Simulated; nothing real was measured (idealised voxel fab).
The process module that follows is named voxel self aligned contacts.
FYI the section here is cut, 225 nm wide, cells are 5 nm squares.
For the purposes of this document, a cross-section shall be understood as a grid of square cells, specified as bands listed in top-to-bottom order, each band consisting of one or more rows of cells. A band entry consists of two parts. The first gives the height of the band's top and the height of its bottom, in nm. The rest lists the band's materials from left to right, each with its width in nm. A single material labelled with the word "everywhere" fills the band from edge to edge, and the word "empty" marks empty space. The reference from which all heights are counted is 0, the level beneath which the as-received wafer is entirely one material; the lowest band, having no lower bound, proceeds downward and is written after the example "z 0 and below". It should be noted that a width expressed as "30 to 40" varies in equal increments from row to row of cells within the band, taking the value of the first number at the top row and that of the second number at the bottom row. "no modifications" for a step: no cell of the cross-section changed in that step. Entry "Closed void register" = empty spaces >= 8 cells with no open way to the top; each as width x height at distance, distance from left edge, all nm. Past the settings on a step's line: simulator remark, on that step. "overlay nm" answers the question of how far to the right of plan the mask lay on a step that has a mask, and when it is negative the answer is to the left.
[The following list gives the planned process steps]
1 RECEIVE,material Si
2 OXIDIZE,depth nm 5
3 DIRECTIONAL_DEP,material polySi,thk nm 25
4 DIRECTIONAL_DEP,material SiN,thk nm 25
5 DIRECTIONAL_DEP,material aC,thk nm 10
6 PATTERN,tone cover,mask id GATE,material resist,width nm 35,pitch nm 80,thk nm 25,overlay nm 0
7 DIRECTIONAL_ETCH,etch materials aC,depth nm 10
8 STRIP,etch materials resist
9 DIRECTIONAL_ETCH,etch materials SiN,depth nm 25
10 DIRECTIONAL_ETCH,etch materials polySi,depth nm 25
11 STRIP,etch materials aC
12 CONFORMAL_DEP,material SiN,thk nm 10
13 DIRECTIONAL_ETCH,etch materials SiN,depth nm 10
14 FILL_DEP,material SiO2,thk nm 15
15 CMP,height nm 60
16 MASKED_ETCH,tone open,mask id CONTACT,width nm 65,pitch nm 80,etch materials SiO2,depth nm 65,overlay nm 0
17 CONFORMAL_DEP,material TiN,thk nm 5
18 FILL_DEP,material W,thk nm 10
19 CMP,height nm 60
20 CONFORMAL_DEP,material SiCN,thk nm 5
[First out of two wafers; run went to plan]
[Received-state cross-section, reflecting completion of step 1]
  z 0 and below = Si everywhere
  Closed void register: none
[The following cross-section depicts the wafer upon completion of step 2]
  z 0 to -5 = SiO2 everywhere
  Whatever lies below -5 is exactly as it was before.
[The following cross-section depicts the wafer upon completion of step 3]
  z 25 to 0 = polySi everywhere
  Whatever lies below 0 is exactly as it was before.
[The following cross-section depicts the wafer upon completion of step 4]
  z 50 to 25 = SiN everywhere
  Whatever lies below 25 is exactly as it was before.
[The following cross-section depicts the wafer upon completion of step 5]
  z 60 to 50 = aC everywhere
  Whatever lies below 50 is exactly as it was before.
[The following cross-section depicts the wafer upon completion of step 6]
  z 85 to 60 = empty=15, then resist=35, then empty=45, then resist=35, then empty=45, then resist=35, then empty=15
  Whatever lies below 60 is exactly as it was before.
[The following cross-section depicts the wafer upon completion of step 7]
  z 75 to 60 = empty=15, then resist=35, then empty=45, then resist=35, then empty=45, then resist=35, then empty=15
  z 60 to 50 = empty=15, then aC=35, then empty=45, then aC=35, then empty=45, then aC=35, then empty=15
  Whatever lies below 50 is exactly as it was before.
[The following cross-section depicts the wafer upon completion of step 8]
  z 60 to 50 = empty=15, then aC=35, then empty=45, then aC=35, then empty=45, then aC=35, then empty=15
  Whatever lies below 50 is exactly as it was before.
[The following cross-section depicts the wafer upon completion of step 9]
  z 60 to 50 = empty=15, then aC=35, then empty=45, then aC=35, then empty=45, then aC=35, then empty=15
  z 50 to 25 = empty=15, then SiN=35, then empty=45, then SiN=35, then empty=45, then SiN=35, then empty=15
  Whatever lies below 25 is exactly as it was before.
[The following cross-section depicts the wafer upon completion of step 10]
  z 60 to 50 = empty=15, then aC=35, then empty=45, then aC=35, then empty=45, then aC=35, then empty=15
  z 50 to 25 = empty=15, then SiN=35, then empty=45, then SiN=35, then empty=45, then SiN=35, then empty=15
  z 25 to 0 = empty=15, then polySi=35, then empty=45, then polySi=35, then empty=45, then polySi=35, then empty=15
  Whatever lies below 0 is exactly as it was before.
[The following cross-section depicts the wafer upon completion of step 11]
  z 50 to 25 = empty=15, then SiN=35, then empty=45, then SiN=35, then empty=45, then SiN=35, then empty=15
  Whatever lies below 25 is exactly as it was before.
[The following cross-section depicts the wafer upon completion of step 12]
  z 60 to 25 = empty=5, then SiN=55, then empty=25, then SiN=55, then empty=25, then SiN=55, then empty=5
  z 25 to 10 = empty=5, then SiN=10, then polySi=35, then SiN=10, then empty=25, then SiN=10, then polySi=35, then SiN=10, then empty=25, then SiN=10, then polySi=35, then SiN=10, then empty=5
  z 10 to 0 = SiN=15, then polySi=35, then SiN=45, then polySi=35, then SiN=45, then polySi=35, then SiN=15
  Whatever lies below 0 is exactly as it was before.
[The following cross-section depicts the wafer upon completion of step 13]
  z 50 to 25 = empty=5, then SiN=55, then empty=25, then SiN=55, then empty=25, then SiN=55, then empty=5
  z 25 to 0 = empty=5, then SiN=10, then polySi=35, then SiN=10, then empty=25, then SiN=10, then polySi=35, then SiN=10, then empty=25, then SiN=10, then polySi=35, then SiN=10, then empty=5
  Whatever lies below 0 is exactly as it was before.
[The following cross-section depicts the wafer upon completion of step 14]
  z 65 to 50 = SiO2 everywhere
  z 50 to 25 = SiO2=5, then SiN=55, then SiO2=25, then SiN=55, then SiO2=25, then SiN=55, then SiO2=5
  z 25 to 0 = SiO2=5, then SiN=10, then polySi=35, then SiN=10, then SiO2=25, then SiN=10, then polySi=35, then SiN=10, then SiO2=25, then SiN=10, then polySi=35, then SiN=10, then SiO2=5
  Whatever lies below 0 is exactly as it was before.
[The following cross-section depicts the wafer upon completion of step 15]
  z 60 to 50 = SiO2 everywhere
  Whatever lies below 50 is exactly as it was before.
[The following cross-section depicts the wafer upon completion of step 16]
  z 60 to 50 = SiO2=40, then empty=65, then SiO2=15, then empty=65, then SiO2=40
  z 50 to 25 = SiO2=5, then SiN=55, then empty=25, then SiN=55, then empty=25, then SiN=55, then SiO2=5
  z 25 to 0 = SiO2=5, then SiN=10, then polySi=35, then SiN=10, then empty=25, then SiN=10, then polySi=35, then SiN=10, then empty=25, then SiN=10, then polySi=35, then SiN=10, then SiO2=5
  z 0 to -5 = SiO2=60, then empty=25, then SiO2=55, then empty=25, then SiO2=60
  Whatever lies below -5 is exactly as it was before.
[The following cross-section depicts the wafer upon completion of step 17]
  z 65 to 60 = TiN=45, then empty=55, then TiN=25, then empty=55, then TiN=45
  z 60 to 50 = SiO2=40, then TiN=5 to 25, then empty=55 to 15, then TiN=5 to 25, then SiO2=15, then TiN=5 to 25, then empty=55 to 15, then TiN=5 to 25, then SiO2=40
  z 50 to 25 = SiO2=5, then SiN=55, then TiN=5, then empty=15, then TiN=5, then SiN=55, then TiN=5, then empty=15, then TiN=5, then SiN=55, then SiO2=5
  z 25 to 0 = SiO2=5, then SiN=10, then polySi=35, then SiN=10, then TiN=5, then empty=15, then TiN=5, then SiN=10, then polySi=35, then SiN=10, then TiN=5, then empty=15, then TiN=5, then SiN=10, then polySi=35, then SiN=10, then SiO2=5
  z 0 to -5 = SiO2=60, then TiN=25, then SiO2=55, then TiN=25, then SiO2=60
  Whatever lies below -5 is exactly as it was before.
[The following cross-section depicts the wafer upon completion of step 18]
  z 75 to 65 = W everywhere
  z 65 to 60 = TiN=45, then W=55, then TiN=25, then W=55, then TiN=45
  z 60 to 50 = SiO2=40, then TiN=5 to 25, then W=55 to 15, then TiN=5 to 25, then SiO2=15, then TiN=5 to 25, then W=55 to 15, then TiN=5 to 25, then SiO2=40
  z 50 to 25 = SiO2=5, then SiN=55, then TiN=5, then W=15, then TiN=5, then SiN=55, then TiN=5, then W=15, then TiN=5, then SiN=55, then SiO2=5
  z 25 to 0 = SiO2=5, then SiN=10, then polySi=35, then SiN=10, then TiN=5, then W=15, then TiN=5, then SiN=10, then polySi=35, then SiN=10, then TiN=5, then W=15, then TiN=5, then SiN=10, then polySi=35, then SiN=10, then SiO2=5
  Whatever lies below 0 is exactly as it was before.
[The following cross-section depicts the wafer upon completion of step 19]
  z 60 to 50 = SiO2=40, then TiN=5 to 25, then W=55 to 15, then TiN=5 to 25, then SiO2=15, then TiN=5 to 25, then W=55 to 15, then TiN=5 to 25, then SiO2=40
  Whatever lies below 50 is exactly as it was before.
[The following cross-section depicts the wafer upon completion of step 20]
  z 65 to 60 = SiCN everywhere
  Whatever lies below 60 is exactly as it was before.
[Companion wafer, the second of two: same beginning, same intended sequence, one mistake in carrying it out; through step 15 inclusive it tracks the first exactly]
[Second wafer, cut view, end of step 16 per plan]
  z 60 to 50 = SiO2=50, then empty=65, then SiO2=15, then empty=65, then SiO2=30
  z 50 to 25 = SiO2=5, then SiN=55, then empty=25, then SiN=55, then empty=25, then SiN=55, then SiO2=5
  z 25 to 0 = SiO2=5, then SiN=10, then polySi=35, then SiN=10, then empty=25, then SiN=10, then polySi=35, then SiN=10, then empty=25, then SiN=10, then polySi=35, then SiN=10, then SiO2=5
  z 0 to -5 = SiO2=60, then empty=25, then SiO2=55, then empty=25, then SiO2=60
  Whatever lies below -5 is exactly as it was before.
[Second wafer, cut view, end of step 17 per plan]
  z 65 to 60 = TiN=55, then empty=55, then TiN=25, then empty=55, then TiN=35
  z 60 to 50 = SiO2=50, then TiN=5 to 15, then empty=55 to 15, then TiN=5 to 35, then SiO2=15, then TiN=5 to 15, then empty=55 to 15, then TiN=5 to 35, then SiO2=30
  z 50 to 25 = SiO2=5, then SiN=55, then TiN=5, then empty=15, then TiN=5, then SiN=55, then TiN=5, then empty=15, then TiN=5, then SiN=55, then SiO2=5
  z 25 to 0 = SiO2=5, then SiN=10, then polySi=35, then SiN=10, then TiN=5, then empty=15, then TiN=5, then SiN=10, then polySi=35, then SiN=10, then TiN=5, then empty=15, then TiN=5, then SiN=10, then polySi=35, then SiN=10, then SiO2=5
  z 0 to -5 = SiO2=60, then TiN=25, then SiO2=55, then TiN=25, then SiO2=60
  Whatever lies below -5 is exactly as it was before.
[Second wafer, cut view, end of step 18 per plan]
  z 75 to 65 = W everywhere
  z 65 to 60 = TiN=55, then W=55, then TiN=25, then W=55, then TiN=35
  z 60 to 50 = SiO2=50, then TiN=5 to 15, then W=55 to 15, then TiN=5 to 35, then SiO2=15, then TiN=5 to 15, then W=55 to 15, then TiN=5 to 35, then SiO2=30
  z 50 to 25 = SiO2=5, then SiN=55, then TiN=5, then W=15, then TiN=5, then SiN=55, then TiN=5, then W=15, then TiN=5, then SiN=55, then SiO2=5
  z 25 to 0 = SiO2=5, then SiN=10, then polySi=35, then SiN=10, then TiN=5, then W=15, then TiN=5, then SiN=10, then polySi=35, then SiN=10, then TiN=5, then W=15, then TiN=5, then SiN=10, then polySi=35, then SiN=10, then SiO2=5
  Whatever lies below 0 is exactly as it was before.
[Second wafer, cut view, end of step 19 per plan]
  z 60 to 50 = SiO2=50, then TiN=5 to 15, then W=55 to 15, then TiN=5 to 35, then SiO2=15, then TiN=5 to 15, then W=55 to 15, then TiN=5 to 35, then SiO2=30
  Whatever lies below 50 is exactly as it was before.
[Second wafer, cut view, end of step 20 per plan]
  z 65 to 60 = SiCN everywhere
  Whatever lies below 60 is exactly as it was before.
Processing error: note that step 16 departed from the planned setting and was carried out as MASKED_ETCH,tone open,mask id CONTACT,width nm 65,pitch nm 80,etch materials SiO2,depth nm 65,overlay nm 10
At the close, every material occupies the same number of cells on the second wafer as on the first, only in different positions.
